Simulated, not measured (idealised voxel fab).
Process module heading - voxel transistor to metal
This is section cut - it's 265 nm across, gridded in 5 nm square cells.
In what follows, cross-sections appear as grids of square cells, described through bands that run from the top down, where every band is one or more rows of cells. Top height, bottom height, nm. Materials left to right, width each, nm. Single material + "edge to edge" = fills band edge to edge. "blank" = empty. All heights in this document are referenced to 0, defined as the level beneath which the wafer, as received, consists entirely of one material. The lowest band is not bounded below; it extends indefinitely downward and is written in the form "0..down". Read "30 to 40" as a graded width: first number on top, second number at the bottom, same change between each pair of neighbouring rows. A step reported as "all unchanged" is a step in which no cell of the cross-section changed. Under "Sealed void inventory" you'll find the enclosed gaps, the ones with no way out to the top, that are 8 cells or bigger; each reads width x height at distance, with distance counted from the left edge, everything in nm. Text after the settings on a step's line: the simulator's own remark on that step. When a step includes a mask, the "overlay nm" setting on its line states how far to the right of its planned place that mask lay, and negative values state how far to the left.
**So here's the lineup of process steps we planned**
1: op RECEIVE | material Si
2: op OXIDIZE | depth nm 5
3: op CONFORMAL_DEP | material SiN | thk nm 10
4: op PATTERN | tone cover | mask id ACTIVE | material resist | width nm 100 | pitch nm 125 | thk nm 20 | overlay nm 0
5: op DIRECTIONAL_ETCH | etch materials SiN | depth nm 10
6: op DIRECTIONAL_ETCH | etch materials SiO2 | depth nm 5
7: op DIRECTIONAL_ETCH | etch materials Si | depth nm 20
8: op STRIP | etch materials resist
9: op OXIDIZE | depth nm 5
10: op FILL_DEP | material SiO2 | thk nm 10
11: op CMP | height nm 10
12: op SELECTIVE_ETCH | etch materials SiO2 | depth nm 10
13: op STRIP | etch materials SiN
14: op SELECTIVE_ETCH | etch materials SiO2 | depth nm 5
15: op OXIDIZE | depth nm 5
16: op DIRECTIONAL_DEP | material polySi | thk nm 30
17: op DIRECTIONAL_DEP | material SiCN | thk nm 10
18: op MASKED_ETCH | tone cover | mask id GATE | width nm 20 | pitch nm 125 | etch materials SiCN | depth nm 20 | overlay nm 0
19: op MASKED_ETCH | tone cover | mask id GATE | width nm 20 | pitch nm 125 | etch materials polySi | depth nm 40 | overlay nm 0
20: op CONFORMAL_DEP | material SiN | thk nm 5
21: op DIRECTIONAL_ETCH | etch materials SiN | depth nm 5
22: op DIRECTIONAL_ETCH | etch materials SiO2 | depth nm 5
23: op EPI | material nSi | thk nm 5
24: op FILL_DEP | material SiO2 | thk nm 5
25: op CMP | height nm 35
26: op DIRECTIONAL_DEP | material SiO2 | thk nm 15
27: op MASKED_ETCH | tone open | mask id CONTACT | width nm 15 | etch materials SiO2 | depth nm 55 | overlay nm 0
28: op CONFORMAL_DEP | material TiN | thk nm 5
29: op FILL_DEP | material W | thk nm 10
30: op CMP | height nm 50
31: op CONFORMAL_DEP | material SiN | thk nm 5
32: op DIRECTIONAL_DEP | material lowk | thk nm 15
33: op PATTERN | tone open | mask id METAL_1 | material resist | width nm 15 | thk nm 15 | overlay nm 0
34: op DIRECTIONAL_ETCH | etch materials lowk | depth nm 15
35: op DIRECTIONAL_ETCH | etch materials SiN | depth nm 5
36: op STRIP | etch materials resist
37: op CONFORMAL_DEP | material TiN | thk nm 5
38: op FILL_DEP | material Ru | thk nm 10
39: op CMP | height nm 70
40: op EPI | material Ru | thk nm 5
41: op FILL_DEP | material SiCN | thk nm 5
42: op DIRECTIONAL_DEP | material lowk | thk nm 35
43: op DIRECTIONAL_DEP | material aC | thk nm 15
44: op PATTERN | tone open | mask id METAL_2 | material resist | width nm 15 | pitch nm 125 | thk nm 30 | overlay nm 0
45: op DIRECTIONAL_ETCH | etch materials aC | depth nm 15
46: op STRIP | etch materials resist
47: op DIRECTIONAL_ETCH | etch materials lowk | depth nm 20
48: op STRIP | etch materials aC
49: op PATTERN | tone open | mask id METAL_2_HOLES | material resist | width nm 15 | pitch nm 125 | thk nm 15 | overlay nm 0
50: op DIRECTIONAL_ETCH | etch materials lowk | depth nm 15
51: op DIRECTIONAL_ETCH | etch materials SiCN | depth nm 5
52: op STRIP | etch materials resist
53: op CONFORMAL_DEP | material TiN | thk nm 5
54: op FILL_DEP | material Ru | thk nm 5
55: op CMP | height nm 115
56: op CONFORMAL_DEP | material SiN | thk nm 5
**The first of a set of two wafers, run to plan**
**So this is the incoming wafer in cross-section - it's already been through step 1**
	0..down: Si edge to edge
	Sealed void inventory: none
**After step 2: wafer cross-section**
	0..-5: SiO2 edge to edge
	Nothing below the height -5 has changed.
**After step 3: wafer cross-section**
	10..0: SiN edge to edge
	Nothing below the height 0 has changed.
**After step 4: wafer cross-section**
	30..10: blank (20), then resist (100), then blank (25), then resist (100), then blank (20)
	Nothing below the height 10 has changed.
**After step 5: wafer cross-section**
	30..10: blank (20), then resist (100), then blank (25), then resist (100), then blank (20)
	10..0: blank (20), then SiN (100), then blank (25), then SiN (100), then blank (20)
	Nothing below the height 0 has changed.
**After step 6: wafer cross-section**
	30..10: blank (20), then resist (100), then blank (25), then resist (100), then blank (20)
	10..0: blank (20), then SiN (100), then blank (25), then SiN (100), then blank (20)
	0..-5: blank (20), then SiO2 (100), then blank (25), then SiO2 (100), then blank (20)
	Nothing below the height -5 has changed.
**After step 7: wafer cross-section**
	30..10: blank (20), then resist (100), then blank (25), then resist (100), then blank (20)
	10..0: blank (20), then SiN (100), then blank (25), then SiN (100), then blank (20)
	0..-5: blank (20), then SiO2 (100), then blank (25), then SiO2 (100), then blank (20)
	-5..-25: blank (20), then Si (100), then blank (25), then Si (100), then blank (20)
	Nothing below the height -25 has changed.
**After step 8: wafer cross-section**
	10..0: blank (20), then SiN (100), then blank (25), then SiN (100), then blank (20)
	Nothing below the height 0 has changed.
**After step 9: wafer cross-section**
	10..0: blank (20), then SiN (100), then blank (25), then SiN (100), then blank (20)
	0..-5: blank (20), then SiO2 (100), then blank (25), then SiO2 (100), then blank (20)
	-5..-25: blank (20), then SiO2 (5), then Si (90), then SiO2 (5), then blank (25), then SiO2 (5), then Si (90), then SiO2 (5), then blank (20)
	-25..-30: SiO2 (25), then Si (90), then SiO2 (35), then Si (90), then SiO2 (25)
	Nothing below the height -30 has changed.
**After step 10: wafer cross-section**
	20..10: SiO2 edge to edge
	10..0: SiO2 (20), then SiN (100), then SiO2 (25), then SiN (100), then SiO2 (20)
	0..-5: SiO2 edge to edge
	-5..-30: SiO2 (25), then Si (90), then SiO2 (35), then Si (90), then SiO2 (25)
	Nothing below the height -30 has changed.
**After step 11: wafer cross-section**
	10..0: SiO2 (20), then SiN (100), then SiO2 (25), then SiN (100), then SiO2 (20)
	Nothing below the height 0 has changed.
**After step 12: wafer cross-section**
	10..0: blank (20), then SiN (100), then blank (25), then SiN (100), then blank (20)
	Nothing below the height 0 has changed.
**After step 13: wafer cross-section**
	0..-5: SiO2 edge to edge
	Nothing below the height -5 has changed.
**After step 14: wafer cross-section**
	-5..-30: SiO2 (25), then Si (90), then SiO2 (35), then Si (90), then SiO2 (25)
	Nothing below the height -30 has changed.
**After step 15: wafer cross-section**
	-5..-10: SiO2 edge to edge
	Nothing below the height -10 has changed.
**After step 16: wafer cross-section**
	25..-5: polySi edge to edge
	Nothing below the height -5 has changed.
**After step 17: wafer cross-section**
	35..25: SiCN edge to edge
	Nothing below the height 25 has changed.
**After step 18: wafer cross-section**
	35..25: blank (60), then SiCN (20), then blank (105), then SiCN (20), then blank (60)
	Nothing below the height 25 has changed.
**After step 19: wafer cross-section**
	35..25: blank (60), then SiCN (20), then blank (105), then SiCN (20), then blank (60)
	25..-5: blank (60), then polySi (20), then blank (105), then polySi (20), then blank (60)
	Nothing below the height -5 has changed.
**After step 20: wafer cross-section**
	40..35: blank (55), then SiN (30), then blank (95), then SiN (30), then blank (55)
	35..25: blank (55), then SiN (5), then SiCN (20), then SiN (5), then blank (95), then SiN (5), then SiCN (20), then SiN (5), then blank (55)
	25..0: blank (55), then SiN (5), then polySi (20), then SiN (5), then blank (95), then SiN (5), then polySi (20), then SiN (5), then blank (55)
	0..-5: SiN (60), then polySi (20), then SiN (105), then polySi (20), then SiN (60)
	Nothing below the height -5 has changed.
**After step 21: wafer cross-section**
	35..25: blank (55), then SiN (5), then SiCN (20), then SiN (5), then blank (95), then SiN (5), then SiCN (20), then SiN (5), then blank (55)
	25..-5: blank (55), then SiN (5), then polySi (20), then SiN (5), then blank (95), then SiN (5), then polySi (20), then SiN (5), then blank (55)
	Nothing below the height -5 has changed.
**After step 22: wafer cross-section**
	35..25: blank (55), then SiN (5), then SiCN (20), then SiN (5), then blank (95), then SiN (5), then SiCN (20), then SiN (5), then blank (55)
	25..-5: blank (55), then SiN (5), then polySi (20), then SiN (5), then blank (95), then SiN (5), then polySi (20), then SiN (5), then blank (55)
	-5..-10: blank (55), then SiO2 (30), then blank (95), then SiO2 (30), then blank (55)
	Nothing below the height -10 has changed.
**After step 23: wafer cross-section**
	35..25: blank (55), then SiN (5), then SiCN (20), then SiN (5), then blank (95), then SiN (5), then SiCN (20), then SiN (5), then blank (55)
	25..-5: blank (55), then SiN (5), then polySi (20), then SiN (5), then blank (95), then SiN (5), then polySi (20), then SiN (5), then blank (55)
	-5..-10: blank (20), then nSi (35), then SiO2 (30), then nSi (35), then blank (25), then nSi (35), then SiO2 (30), then nSi (35), then blank (20)
	Nothing below the height -10 has changed.
**After step 24: wafer cross-section**
	40..35: SiO2 edge to edge
	35..25: SiO2 (55), then SiN (5), then SiCN (20), then SiN (5), then SiO2 (95), then SiN (5), then SiCN (20), then SiN (5), then SiO2 (55)
	25..-5: SiO2 (55), then SiN (5), then polySi (20), then SiN (5), then SiO2 (95), then SiN (5), then polySi (20), then SiN (5), then SiO2 (55)
	-5..-10: SiO2 (20), then nSi (35), then SiO2 (30), then nSi (35), then SiO2 (25), then nSi (35), then SiO2 (30), then nSi (35), then SiO2 (20)
	Nothing below the height -10 has changed.
**After step 25: wafer cross-section**
	35..25: SiO2 (55), then SiN (5), then SiCN (20), then SiN (5), then SiO2 (95), then SiN (5), then SiCN (20), then SiN (5), then SiO2 (55)
	Nothing below the height 25 has changed.
**After step 26: wafer cross-section**
	50..35: SiO2 edge to edge
	Nothing below the height 35 has changed.
**After step 27: wafer cross-section**
	50..35: SiO2 (30), then blank (15), then SiO2 (50), then blank (15), then SiO2 (45), then blank (15), then SiO2 (50), then blank (15), then SiO2 (30)
	35..25: SiO2 (30), then blank (15), then SiO2 (10), then SiN (5), then SiCN (20), then SiN (5), then SiO2 (10), then blank (15), then SiO2 (45), then blank (15), then SiO2 (10), then SiN (5), then SiCN (20), then SiN (5), then SiO2 (10), then blank (15), then SiO2 (30)
	25..-5: SiO2 (30), then blank (15), then SiO2 (10), then SiN (5), then polySi (20), then SiN (5), then SiO2 (10), then blank (15), then SiO2 (45), then blank (15), then SiO2 (10), then SiN (5), then polySi (20), then SiN (5), then SiO2 (10), then blank (15), then SiO2 (30)
	Nothing below the height -5 has changed.
**After step 28: wafer cross-section**
	55..50: TiN (35), then blank (5), then TiN (60), then blank (5), then TiN (55), then blank (5), then TiN (60), then blank (5), then TiN (35)
	50..35: SiO2 (30), then TiN (5), then blank (5), then TiN (5), then SiO2 (50), then TiN (5), then blank (5), then TiN (5), then SiO2 (45), then TiN (5), then blank (5), then TiN (5), then SiO2 (50), then TiN (5), then blank (5), then TiN (5), then SiO2 (30)
	35..25: SiO2 (30), then TiN (5), then blank (5), then TiN (5), then SiO2 (10), then SiN (5), then SiCN (20), then SiN (5), then SiO2 (10), then TiN (5), then blank (5), then TiN (5), then SiO2 (45), then TiN (5), then blank (5), then TiN (5), then SiO2 (10), then SiN (5), then SiCN (20), then SiN (5), then SiO2 (10), then TiN (5), then blank (5), then TiN (5), then SiO2 (30)
	25..0: SiO2 (30), then TiN (5), then blank (5), then TiN (5), then SiO2 (10), then SiN (5), then polySi (20), then SiN (5), then SiO2 (10), then TiN (5), then blank (5), then TiN (5), then SiO2 (45), then TiN (5), then blank (5), then TiN (5), then SiO2 (10), then SiN (5), then polySi (20), then SiN (5), then SiO2 (10), then TiN (5), then blank (5), then TiN (5), then SiO2 (30)
	0..-5: SiO2 (30), then TiN (15), then SiO2 (10), then SiN (5), then polySi (20), then SiN (5), then SiO2 (10), then TiN (15), then SiO2 (45), then TiN (15), then SiO2 (10), then SiN (5), then polySi (20), then SiN (5), then SiO2 (10), then TiN (15), then SiO2 (30)
	Nothing below the height -5 has changed.
**After step 29: wafer cross-section**
	65..55: W edge to edge
	55..50: TiN (35), then W (5), then TiN (60), then W (5), then TiN (55), then W (5), then TiN (60), then W (5), then TiN (35)
	50..35: SiO2 (30), then TiN (5), then W (5), then TiN (5), then SiO2 (50), then TiN (5), then W (5), then TiN (5), then SiO2 (45), then TiN (5), then W (5), then TiN (5), then SiO2 (50), then TiN (5), then W (5), then TiN (5), then SiO2 (30)
	35..25: SiO2 (30), then TiN (5), then W (5), then TiN (5), then SiO2 (10), then SiN (5), then SiCN (20), then SiN (5), then SiO2 (10), then TiN (5), then W (5), then TiN (5), then SiO2 (45), then TiN (5), then W (5), then TiN (5), then SiO2 (10), then SiN (5), then SiCN (20), then SiN (5), then SiO2 (10), then TiN (5), then W (5), then TiN (5), then SiO2 (30)
	25..0: SiO2 (30), then TiN (5), then W (5), then TiN (5), then SiO2 (10), then SiN (5), then polySi (20), then SiN (5), then SiO2 (10), then TiN (5), then W (5), then TiN (5), then SiO2 (45), then TiN (5), then W (5), then TiN (5), then SiO2 (10), then SiN (5), then polySi (20), then SiN (5), then SiO2 (10), then TiN (5), then W (5), then TiN (5), then SiO2 (30)
	Nothing below the height 0 has changed.
**After step 30: wafer cross-section**
	50..35: SiO2 (30), then TiN (5), then W (5), then TiN (5), then SiO2 (50), then TiN (5), then W (5), then TiN (5), then SiO2 (45), then TiN (5), then W (5), then TiN (5), then SiO2 (50), then TiN (5), then W (5), then TiN (5), then SiO2 (30)
	Nothing below the height 35 has changed.
**After step 31: wafer cross-section**
	55..50: SiN edge to edge
	Nothing below the height 50 has changed.
**After step 32: wafer cross-section**
	70..55: lowk edge to edge
	Nothing below the height 55 has changed.
**After step 33: wafer cross-section**
	85..70: resist (30), then blank (15), then resist (50), then blank (15), then resist (45), then blank (15), then resist (50), then blank (15), then resist (30)
	Nothing below the height 70 has changed.
**After step 34: wafer cross-section**
	85..70: resist (30), then blank (15), then resist (50), then blank (15), then resist (45), then blank (15), then resist (50), then blank (15), then resist (30)
	70..55: lowk (30), then blank (15), then lowk (50), then blank (15), then lowk (45), then blank (15), then lowk (50), then blank (15), then lowk (30)
	Nothing below the height 55 has changed.
**After step 35: wafer cross-section**
	85..70: resist (30), then blank (15), then resist (50), then blank (15), then resist (45), then blank (15), then resist (50), then blank (15), then resist (30)
	70..55: lowk (30), then blank (15), then lowk (50), then blank (15), then lowk (45), then blank (15), then lowk (50), then blank (15), then lowk (30)
	55..50: SiN (30), then blank (15), then SiN (50), then blank (15), then SiN (45), then blank (15), then SiN (50), then blank (15), then SiN (30)
	Nothing below the height 50 has changed.
**After step 36: wafer cross-section**
	70..55: lowk (30), then blank (15), then lowk (50), then blank (15), then lowk (45), then blank (15), then lowk (50), then blank (15), then lowk (30)
	Nothing below the height 55 has changed.
**After step 37: wafer cross-section**
	75..70: TiN (35), then blank (5), then TiN (60), then blank (5), then TiN (55), then blank (5), then TiN (60), then blank (5), then TiN (35)
	70..55: lowk (30), then TiN (5), then blank (5), then TiN (5), then lowk (50), then TiN (5), then blank (5), then TiN (5), then lowk (45), then TiN (5), then blank (5), then TiN (5), then lowk (50), then TiN (5), then blank (5), then TiN (5), then lowk (30)
	55..50: SiN (30), then TiN (15), then SiN (50), then TiN (15), then SiN (45), then TiN (15), then SiN (50), then TiN (15), then SiN (30)
	Nothing below the height 50 has changed.
**After step 38: wafer cross-section**
	85..75: Ru edge to edge
	75..70: TiN (35), then Ru (5), then TiN (60), then Ru (5), then TiN (55), then Ru (5), then TiN (60), then Ru (5), then TiN (35)
	70..55: lowk (30), then TiN (5), then Ru (5), then TiN (5), then lowk (50), then TiN (5), then Ru (5), then TiN (5), then lowk (45), then TiN (5), then Ru (5), then TiN (5), then lowk (50), then TiN (5), then Ru (5), then TiN (5), then lowk (30)
	Nothing below the height 55 has changed.
**After step 39: wafer cross-section**
	70..55: lowk (30), then TiN (5), then Ru (5), then TiN (5), then lowk (50), then TiN (5), then Ru (5), then TiN (5), then lowk (45), then TiN (5), then Ru (5), then TiN (5), then lowk (50), then TiN (5), then Ru (5), then TiN (5), then lowk (30)
	Nothing below the height 55 has changed.
**After step 40: wafer cross-section**
	75..70: blank (25), then Ru (25), then blank (40), then Ru (25), then blank (35), then Ru (25), then blank (40), then Ru (25), then blank (25)
	Nothing below the height 70 has changed.
**After step 41: wafer cross-section**
	80..75: SiCN edge to edge
	75..70: SiCN (25), then Ru (25), then SiCN (40), then Ru (25), then SiCN (35), then Ru (25), then SiCN (40), then Ru (25), then SiCN (25)
	Nothing below the height 70 has changed.
**After step 42: wafer cross-section**
	115..80: lowk edge to edge
	Nothing below the height 80 has changed.
**After step 43: wafer cross-section**
	130..115: aC edge to edge
	Nothing below the height 115 has changed.
**After step 44: wafer cross-section**
	160..130: resist (30), then blank (15), then resist (110), then blank (15), then resist (95)
	Nothing below the height 130 has changed.
**After step 45: wafer cross-section**
	145..130: resist (30), then blank (15), then resist (110), then blank (15), then resist (95)
	130..115: aC (30), then blank (15), then aC (110), then blank (15), then aC (95)
	Nothing below the height 115 has changed.
**After step 46: wafer cross-section**
	130..115: aC (30), then blank (15), then aC (110), then blank (15), then aC (95)
	Nothing below the height 115 has changed.
**After step 47: wafer cross-section**
	130..115: aC (30), then blank (15), then aC (110), then blank (15), then aC (95)
	115..95: lowk (30), then blank (15), then lowk (110), then blank (15), then lowk (95)
	Nothing below the height 95 has changed.
**After step 48: wafer cross-section**
	115..95: lowk (30), then blank (15), then lowk (110), then blank (15), then lowk (95)
	Nothing below the height 95 has changed.
**After step 49: wafer cross-section**
	130..115: resist (30), then blank (15), then resist (110), then blank (15), then resist (95)
	Nothing below the height 115 has changed.
**After step 50: wafer cross-section**
	130..115: resist (30), then blank (15), then resist (110), then blank (15), then resist (95)
	115..80: lowk (30), then blank (15), then lowk (110), then blank (15), then lowk (95)
	Nothing below the height 80 has changed.
**After step 51: wafer cross-section**
	130..115: resist (30), then blank (15), then resist (110), then blank (15), then resist (95)
	115..80: lowk (30), then blank (15), then lowk (110), then blank (15), then lowk (95)
	80..75: SiCN (30), then blank (15), then SiCN (110), then blank (15), then SiCN (95)
	Nothing below the height 75 has changed.
**After step 52: wafer cross-section**
	115..80: lowk (30), then blank (15), then lowk (110), then blank (15), then lowk (95)
	Nothing below the height 80 has changed.
**After step 53: wafer cross-section**
	120..115: TiN (35), then blank (5), then TiN (120), then blank (5), then TiN (100)
	115..80: lowk (30), then TiN (5), then blank (5), then TiN (5), then lowk (110), then TiN (5), then blank (5), then TiN (5), then lowk (95)
	80..75: SiCN (30), then TiN (15), then SiCN (110), then TiN (15), then SiCN (95)
	Nothing below the height 75 has changed.
**After step 54: wafer cross-section**
	125..120: Ru edge to edge
	120..115: TiN (35), then Ru (5), then TiN (120), then Ru (5), then TiN (100)
	115..80: lowk (30), then TiN (5), then Ru (5), then TiN (5), then lowk (110), then TiN (5), then Ru (5), then TiN (5), then lowk (95)
	Nothing below the height 80 has changed.
**After step 55: wafer cross-section**
	115..80: lowk (30), then TiN (5), then Ru (5), then TiN (5), then lowk (110), then TiN (5), then Ru (5), then TiN (5), then lowk (95)
	Nothing below the height 80 has changed.
**After step 56: wafer cross-section**
	120..115: SiN edge to edge
	Nothing below the height 115 has changed.
**Second wafer, same starting state and plan as the first, one mistake in the run, identical through step 48**
**Cross-section of the second wafer when, according to plan, step 49 should have finished**
	130..115: resist (25), then blank (25), then resist (100), then blank (25), then resist (90)
	Nothing below the height 115 has changed.
**Cross-section of the second wafer when, according to plan, step 50 should have finished**
	130..115: resist (25), then blank (25), then resist (100), then blank (25), then resist (90)
	115..100: lowk (25), then blank (25), then lowk (100), then blank (25), then lowk (90)
	100..80: lowk (30), then blank (15), then lowk (110), then blank (15), then lowk (95)
	Nothing below the height 80 has changed.
**Cross-section of the second wafer when, according to plan, step 51 should have finished**
	130..115: resist (25), then blank (25), then resist (100), then blank (25), then resist (90)
	115..100: lowk (25), then blank (25), then lowk (100), then blank (25), then lowk (90)
	100..80: lowk (30), then blank (15), then lowk (110), then blank (15), then lowk (95)
	80..75: SiCN (30), then blank (15), then SiCN (110), then blank (15), then SiCN (95)
	Nothing below the height 75 has changed.
**Cross-section of the second wafer when, according to plan, step 52 should have finished**
	115..100: lowk (25), then blank (25), then lowk (100), then blank (25), then lowk (90)
	Nothing below the height 100 has changed.
**Cross-section of the second wafer when, according to plan, step 53 should have finished**
	120..115: TiN (30), then blank (15), then TiN (110), then blank (15), then TiN (95)
	115..105: lowk (25), then TiN (5), then blank (15), then TiN (5), then lowk (100), then TiN (5), then blank (15), then TiN (5), then lowk (90)
	105..100: lowk (25), then TiN (10), then blank (5), then TiN (10), then lowk (100), then TiN (10), then blank (5), then TiN (10), then lowk (90)
	100..80: lowk (30), then TiN (5), then blank (5), then TiN (5), then lowk (110), then TiN (5), then blank (5), then TiN (5), then lowk (95)
	80..75: SiCN (30), then TiN (15), then SiCN (110), then TiN (15), then SiCN (95)
	Nothing below the height 75 has changed.
**Cross-section of the second wafer when, according to plan, step 54 should have finished**
	125..120: Ru edge to edge
	120..115: TiN (30), then Ru (15), then TiN (110), then Ru (15), then TiN (95)
	115..105: lowk (25), then TiN (5), then Ru (15), then TiN (5), then lowk (100), then TiN (5), then Ru (15), then TiN (5), then lowk (90)
	105..100: lowk (25), then TiN (10), then Ru (5), then TiN (10), then lowk (100), then TiN (10), then Ru (5), then TiN (10), then lowk (90)
	100..80: lowk (30), then TiN (5), then Ru (5), then TiN (5), then lowk (110), then TiN (5), then Ru (5), then TiN (5), then lowk (95)
	Nothing below the height 80 has changed.
**Cross-section of the second wafer when, according to plan, step 55 should have finished**
	115..105: lowk (25), then TiN (5), then Ru (15), then TiN (5), then lowk (100), then TiN (5), then Ru (15), then TiN (5), then lowk (90)
	Nothing below the height 105 has changed.
**Cross-section of the second wafer when, according to plan, step 56 should have finished**
	120..115: SiN edge to edge
	Nothing below the height 115 has changed.
Heads up, the wafer didn't run the way we planned it: step 49 went in with a setting other than planned; the actual run was op PATTERN | tone open | mask id METAL_2_HOLES | material resist | width nm 25 | pitch nm 125 | thk nm 15 | overlay nm 0
At the finish, the second wafer shows more or fewer cells for some materials than the first does: 8 more of Ru; 4 more of TiN; 12 fewer of lowk
